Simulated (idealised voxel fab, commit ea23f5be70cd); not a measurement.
process module | voxel plated lines
cross-section cut | 160 nm wide | cells 5 nm
A cross-section is a grid of square cells, given in bands from the top down. A band is one or more rows of cells.
Each band's line starts with the height of the band's top and of its bottom, in nm. Then come its materials from left to right, each with its width in nm. One material with "throughout" fills the band from edge to edge. "air" is empty space.
Height 0 is the level under which the wafer as received is all one material. The lowest band goes on downwards, as in "0 down".
A width such as "30 to 40" changes by the same amount from each row of cells to the next, from the band's top row to its bottom row.
"no change" after a step means that no cell of the cross-section changed.
closed voids: empty space of 8 cells or more with no open way to the top, each as width x height at its distance from the left edge, in nm
after a step's settings: what the simulator itself notes on the step
overlay nm, on a step with a mask: how far to the right of its planned place the mask lay; to the left if negative
plan
1 op RECEIVE | material Si
2 op CONFORMAL_DEP | material SiO2 | thk nm 5
3 op DIRECTIONAL_DEP | material TiN | thk nm 5
4 op PATTERN | tone open | mask id LINES | material resist | width nm 15 | pitch nm 30 | thk nm 25 | overlay nm 0
5 op EPI | material Ru | thk nm 5
6 op EPI | material Ru | thk nm 5
7 op STRIP | etch materials resist
8 op DIRECTIONAL_ETCH | etch materials TiN | depth nm 5
9 op CONFORMAL_DEP | material SiO2 | thk nm 5
varied across the wafers: thk nm of step 3. The plan shows the first wafer's value. All wafers start alike
first wafer as received, after step 1
  0 down: Si throughout
  closed voids: none
each wafer at the end: cells of each material gained (+) or lost (-) since it was received, then its closed voids
thk nm 5 | +12 Ru | +76 SiO2 | +6 TiN | closed voids: none
thk nm 10 | +12 Ru | +76 SiO2 | +38 TiN | closed voids: none
thk nm 15 | +12 Ru | +76 SiO2 | +70 TiN | closed voids: none
thk nm 20 | +12 Ru | +76 SiO2 | +102 TiN | closed voids: none
